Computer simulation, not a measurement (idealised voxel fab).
process module | voxel gate over fins
cross-section cut | 205 nm wide | cells 5 nm
A cross-section is a grid of square cells, given in bands from the top down. A band is one or more rows of cells.
Each band's line starts with the height of the band's top and of its bottom, in nm. Then come its materials from left to right, each with its width in nm. One material with "throughout" fills the band from edge to edge. "air" is empty space.
Height 0 is the level under which the wafer as received is all one material. The lowest band goes on downwards, as in "0 down".
A width such as "30 to 40" changes by the same amount from each row of cells to the next, from the band's top row to its bottom row.
"no change" after a step means that no cell of the cross-section changed.
closed voids: empty space of 8 cells or more with no open way to the top, each as width x height at its distance from the left edge, in nm
after a step's settings: what the simulator itself notes on the step
overlay nm, on a step with a mask: how far to the right of its planned place the mask lay; to the left if negative
plan
1 op RECEIVE | material Si
2 op CONFORMAL_DEP | material SiN | thk nm 5
3 op MASKED_ETCH | tone cover | mask id FINS | width nm 15 | pitch nm 55 | etch materials SiN | depth nm 5 | overlay nm 0
4 op MASKED_ETCH | tone cover | mask id FINS | width nm 15 | pitch nm 55 | etch materials Si | depth nm 35 | overlay nm 0
5 op OXIDIZE | depth nm 5
6 op FILL_DEP | material SiO2 | thk nm 10
7 op CMP | height nm 5
8 op DIRECTIONAL_DEP | material aC | thk nm 15
9 op PATTERN | tone open | mask id RAIL | material resist | width nm 15 | thk nm 35 | overlay nm 0
10 op DIRECTIONAL_ETCH | etch materials aC | depth nm 15
11 op STRIP | etch materials resist
12 op DIRECTIONAL_ETCH | etch materials SiO2 | depth nm 35
13 op STRIP | etch materials aC
14 op CONFORMAL_DEP | material TiN | thk nm 5
15 op FILL_DEP | material Ru | thk nm 5
16 op CMP | height nm 5
17 op SELECTIVE_ETCH | etch materials W Ru TiN | depth nm 30
18 op FILL_DEP | material SiO2 | thk nm 5
19 op CMP | height nm 5
20 op SELECTIVE_ETCH | etch materials SiO2 | depth nm 20
21 op STRIP | etch materials SiN
22 op CONFORMAL_DEP | material HfO2 | thk nm 5
23 op CONFORMAL_DEP | material TiN | thk nm 5
24 op FILL_DEP | material W | thk nm 15
25 op CMP | height nm 20
26 op CONFORMAL_DEP | material SiCN | thk nm 5
first wafer, as planned
as received, after step 1
  0 down: Si throughout
  closed voids: none
after step 2
  5 to 0: SiN throughout
  below 0: unchanged
after step 3
  5 to 0: air 40 | SiN 15 | air 40 | SiN 15 | air 40 | SiN 15 | air 40
  below 0: unchanged
after step 4
  5 to 0: air 40 | SiN 15 | air 40 | SiN 15 | air 40 | SiN 15 | air 40
  0 to -35: air 40 | Si 15 | air 40 | Si 15 | air 40 | Si 15 | air 40
  below -35: unchanged
after step 5
  5 to 0: air 40 | SiN 15 | air 40 | SiN 15 | air 40 | SiN 15 | air 40
  0 to -35: air 40 | SiO2 5 | Si 5 | SiO2 5 | air 40 | SiO2 5 | Si 5 | SiO2 5 | air 40 | SiO2 5 | Si 5 | SiO2 5 | air 40
  -35 to -40: SiO2 45 | Si 5 | SiO2 50 | Si 5 | SiO2 50 | Si 5 | SiO2 45
  below -40: unchanged
after step 6
  15 to 5: SiO2 throughout
  5 to 0: SiO2 40 | SiN 15 | SiO2 40 | SiN 15 | SiO2 40 | SiN 15 | SiO2 40
  0 to -40: SiO2 45 | Si 5 | SiO2 50 | Si 5 | SiO2 50 | Si 5 | SiO2 45
  below -40: unchanged
after step 7
  5 to 0: SiO2 40 | SiN 15 | SiO2 40 | SiN 15 | SiO2 40 | SiN 15 | SiO2 40
  below 0: unchanged
after step 8
  20 to 5: aC throughout
  below 5: unchanged
after step 9
  55 to 20: resist 65 | air 15 | resist 125
  below 20: unchanged
after step 10
  40 to 20: resist 65 | air 15 | resist 125
  20 to 5: aC 65 | air 15 | aC 125
  below 5: unchanged
after step 11
  20 to 5: aC 65 | air 15 | aC 125
  below 5: unchanged
after step 12
  20 to 5: aC 65 | air 15 | aC 125
  5 to 0: SiO2 40 | SiN 15 | SiO2 10 | air 15 | SiO2 15 | SiN 15 | SiO2 40 | SiN 15 | SiO2 40
  0 to -30: SiO2 45 | Si 5 | SiO2 15 | air 15 | SiO2 20 | Si 5 | SiO2 50 | Si 5 | SiO2 45
  below -30: unchanged
after step 13
  5 to 0: SiO2 40 | SiN 15 | SiO2 10 | air 15 | SiO2 15 | SiN 15 | SiO2 40 | SiN 15 | SiO2 40
  below 0: unchanged
after step 14
  10 to 5: TiN 70 | air 5 | TiN 130
  5 to 0: SiO2 40 | SiN 15 | SiO2 10 | TiN 5 | air 5 | TiN 5 | SiO2 15 | SiN 15 | SiO2 40 | SiN 15 | SiO2 40
  0 to -25: SiO2 45 | Si 5 | SiO2 15 | TiN 5 | air 5 | TiN 5 | SiO2 20 | Si 5 | SiO2 50 | Si 5 | SiO2 45
  -25 to -30: SiO2 45 | Si 5 | SiO2 15 | TiN 15 | SiO2 20 | Si 5 | SiO2 50 | Si 5 | SiO2 45
  below -30: unchanged
after step 15
  15 to 10: Ru throughout
  10 to 5: TiN 70 | Ru 5 | TiN 130
  5 to 0: SiO2 40 | SiN 15 | SiO2 10 | TiN 5 | Ru 5 | TiN 5 | SiO2 15 | SiN 15 | SiO2 40 | SiN 15 | SiO2 40
  0 to -25: SiO2 45 | Si 5 | SiO2 15 | TiN 5 | Ru 5 | TiN 5 | SiO2 20 | Si 5 | SiO2 50 | Si 5 | SiO2 45
  below -25: unchanged
after step 16
  5 to 0: SiO2 40 | SiN 15 | SiO2 10 | TiN 5 | Ru 5 | TiN 5 | SiO2 15 | SiN 15 | SiO2 40 | SiN 15 | SiO2 40
  below 0: unchanged
after step 17
  5 to 0: SiO2 40 | SiN 15 | SiO2 10 | air 15 | SiO2 15 | SiN 15 | SiO2 40 | SiN 15 | SiO2 40
  0 to -25: SiO2 45 | Si 5 | SiO2 15 | air 15 | SiO2 20 | Si 5 | SiO2 50 | Si 5 | SiO2 45
  below -25: unchanged
after step 18
  10 to 5: SiO2 throughout
  5 to 0: SiO2 40 | SiN 15 | SiO2 40 | SiN 15 | SiO2 40 | SiN 15 | SiO2 40
  0 to -25: SiO2 45 | Si 5 | SiO2 50 | Si 5 | SiO2 50 | Si 5 | SiO2 45
  below -25: unchanged
after step 19
  5 to 0: SiO2 40 | SiN 15 | SiO2 40 | SiN 15 | SiO2 40 | SiN 15 | SiO2 40
  below 0: unchanged
after step 20
  5 to 0: air 40 | SiN 15 | air 40 | SiN 15 | air 40 | SiN 15 | air 40
  0 to -15: air 45 | Si 5 | air 50 | Si 5 | air 50 | Si 5 | air 45
  below -15: unchanged
after step 21
  0 to -15: air 45 | Si 5 | air 50 | Si 5 | air 50 | Si 5 | air 45
  below -15: unchanged
after step 22
  5 to 0: air 40 | HfO2 15 | air 40 | HfO2 15 | air 40 | HfO2 15 | air 40
  0 to -10: air 40 | HfO2 5 | Si 5 | HfO2 5 | air 40 | HfO2 5 | Si 5 | HfO2 5 | air 40 | HfO2 5 | Si 5 | HfO2 5 | air 40
  -10 to -15: HfO2 45 | Si 5 | HfO2 50 | Si 5 | HfO2 50 | Si 5 | HfO2 45
  below -15: unchanged
after step 23
  10 to 5: air 35 | TiN 25 | air 30 | TiN 25 | air 30 | TiN 25 | air 35
  5 to 0: air 35 | TiN 5 | HfO2 15 | TiN 5 | air 30 | TiN 5 | HfO2 15 | TiN 5 | air 30 | TiN 5 | HfO2 15 | TiN 5 | air 35
  0 to -5: air 35 | TiN 5 | HfO2 5 | Si 5 | HfO2 5 | TiN 5 | air 30 | TiN 5 | HfO2 5 | Si 5 | HfO2 5 | TiN 5 | air 30 | TiN 5 | HfO2 5 | Si 5 | HfO2 5 | TiN 5 | air 35
  -5 to -10: TiN 40 | HfO2 5 | Si 5 | HfO2 5 | TiN 40 | HfO2 5 | Si 5 | HfO2 5 | TiN 40 | HfO2 5 | Si 5 | HfO2 5 | TiN 40
  below -10: unchanged
after step 24
  25 to 10: W throughout
  10 to 5: W 35 | TiN 25 | W 30 | TiN 25 | W 30 | TiN 25 | W 35
  5 to 0: W 35 | TiN 5 | HfO2 15 | TiN 5 | W 30 | TiN 5 | HfO2 15 | TiN 5 | W 30 | TiN 5 | HfO2 15 | TiN 5 | W 35
  0 to -5: W 35 | TiN 5 | HfO2 5 | Si 5 | HfO2 5 | TiN 5 | W 30 | TiN 5 | HfO2 5 | Si 5 | HfO2 5 | TiN 5 | W 30 | TiN 5 | HfO2 5 | Si 5 | HfO2 5 | TiN 5 | W 35
  below -5: unchanged
after step 25
  20 to 10: W throughout
  below 10: unchanged
after step 26
  25 to 20: SiCN throughout
  below 20: unchanged
second wafer: like start, like plan, one mistake. Through step 8 it matches the first wafer
when step 9 should have ended
  55 to 20: resist 70 | air 15 | resist 120
  below 20: unchanged
when step 10 should have ended
  40 to 20: resist 70 | air 15 | resist 120
  20 to 5: aC 70 | air 15 | aC 120
  below 5: unchanged
when step 11 should have ended
  20 to 5: aC 70 | air 15 | aC 120
  below 5: unchanged
when step 12 should have ended
  20 to 5: aC 70 | air 15 | aC 120
  5 to 0: SiO2 40 | SiN 15 | SiO2 15 | air 15 | SiO2 10 | SiN 15 | SiO2 40 | SiN 15 | SiO2 40
  0 to -30: SiO2 45 | Si 5 | SiO2 20 | air 15 | SiO2 15 | Si 5 | SiO2 50 | Si 5 | SiO2 45
  below -30: unchanged
when step 13 should have ended
  5 to 0: SiO2 40 | SiN 15 | SiO2 15 | air 15 | SiO2 10 | SiN 15 | SiO2 40 | SiN 15 | SiO2 40
  below 0: unchanged
when step 14 should have ended
  10 to 5: TiN 75 | air 5 | TiN 125
  5 to 0: SiO2 40 | SiN 15 | SiO2 15 | TiN 5 | air 5 | TiN 5 | SiO2 10 | SiN 15 | SiO2 40 | SiN 15 | SiO2 40
  0 to -25: SiO2 45 | Si 5 | SiO2 20 | TiN 5 | air 5 | TiN 5 | SiO2 15 | Si 5 | SiO2 50 | Si 5 | SiO2 45
  -25 to -30: SiO2 45 | Si 5 | SiO2 20 | TiN 15 | SiO2 15 | Si 5 | SiO2 50 | Si 5 | SiO2 45
  below -30: unchanged
when step 15 should have ended
  15 to 10: Ru throughout
  10 to 5: TiN 75 | Ru 5 | TiN 125
  5 to 0: SiO2 40 | SiN 15 | SiO2 15 | TiN 5 | Ru 5 | TiN 5 | SiO2 10 | SiN 15 | SiO2 40 | SiN 15 | SiO2 40
  0 to -25: SiO2 45 | Si 5 | SiO2 20 | TiN 5 | Ru 5 | TiN 5 | SiO2 15 | Si 5 | SiO2 50 | Si 5 | SiO2 45
  below -25: unchanged
when step 16 should have ended
  5 to 0: SiO2 40 | SiN 15 | SiO2 15 | TiN 5 | Ru 5 | TiN 5 | SiO2 10 | SiN 15 | SiO2 40 | SiN 15 | SiO2 40
  below 0: unchanged
when step 17 should have ended
  5 to 0: SiO2 40 | SiN 15 | SiO2 15 | air 15 | SiO2 10 | SiN 15 | SiO2 40 | SiN 15 | SiO2 40
  0 to -25: SiO2 45 | Si 5 | SiO2 20 | air 15 | SiO2 15 | Si 5 | SiO2 50 | Si 5 | SiO2 45
  below -25: unchanged
when step 18 should have ended
  10 to 5: SiO2 throughout
  5 to 0: SiO2 40 | SiN 15 | SiO2 40 | SiN 15 | SiO2 40 | SiN 15 | SiO2 40
  0 to -25: SiO2 45 | Si 5 | SiO2 50 | Si 5 | SiO2 50 | Si 5 | SiO2 45
  below -25: unchanged
when step 19 should have ended
  5 to 0: SiO2 40 | SiN 15 | SiO2 40 | SiN 15 | SiO2 40 | SiN 15 | SiO2 40
  below 0: unchanged
when step 20 should have ended
  5 to 0: air 40 | SiN 15 | air 40 | SiN 15 | air 40 | SiN 15 | air 40
  0 to -15: air 45 | Si 5 | air 50 | Si 5 | air 50 | Si 5 | air 45
  below -15: unchanged
when step 21 should have ended
  0 to -15: air 45 | Si 5 | air 50 | Si 5 | air 50 | Si 5 | air 45
  below -15: unchanged
when step 22 should have ended
  5 to 0: air 40 | HfO2 15 | air 40 | HfO2 15 | air 40 | HfO2 15 | air 40
  0 to -10: air 40 | HfO2 5 | Si 5 | HfO2 5 | air 40 | HfO2 5 | Si 5 | HfO2 5 | air 40 | HfO2 5 | Si 5 | HfO2 5 | air 40
  -10 to -15: HfO2 45 | Si 5 | HfO2 50 | Si 5 | HfO2 50 | Si 5 | HfO2 45
  below -15: unchanged
when step 23 should have ended
  10 to 5: air 35 | TiN 25 | air 30 | TiN 25 | air 30 | TiN 25 | air 35
  5 to 0: air 35 | TiN 5 | HfO2 15 | TiN 5 | air 30 | TiN 5 | HfO2 15 | TiN 5 | air 30 | TiN 5 | HfO2 15 | TiN 5 | air 35
  0 to -5: air 35 | TiN 5 | HfO2 5 | Si 5 | HfO2 5 | TiN 5 | air 30 | TiN 5 | HfO2 5 | Si 5 | HfO2 5 | TiN 5 | air 30 | TiN 5 | HfO2 5 | Si 5 | HfO2 5 | TiN 5 | air 35
  -5 to -10: TiN 40 | HfO2 5 | Si 5 | HfO2 5 | TiN 40 | HfO2 5 | Si 5 | HfO2 5 | TiN 40 | HfO2 5 | Si 5 | HfO2 5 | TiN 40
  below -10: unchanged
when step 24 should have ended
  25 to 10: W throughout
  10 to 5: W 35 | TiN 25 | W 30 | TiN 25 | W 30 | TiN 25 | W 35
  5 to 0: W 35 | TiN 5 | HfO2 15 | TiN 5 | W 30 | TiN 5 | HfO2 15 | TiN 5 | W 30 | TiN 5 | HfO2 15 | TiN 5 | W 35
  0 to -5: W 35 | TiN 5 | HfO2 5 | Si 5 | HfO2 5 | TiN 5 | W 30 | TiN 5 | HfO2 5 | Si 5 | HfO2 5 | TiN 5 | W 30 | TiN 5 | HfO2 5 | Si 5 | HfO2 5 | TiN 5 | W 35
  below -5: unchanged
when step 25 should have ended
  20 to 10: W throughout
  below 10: unchanged
when step 26 should have ended
  25 to 20: SiCN throughout
  below 20: unchanged
what went wrong: step 9 ran as: op PATTERN | tone open | mask id RAIL | material resist | width nm 15 | thk nm 35 | overlay nm 5
at the end the second wafer has, in cells: as many of each material as the first, in other places
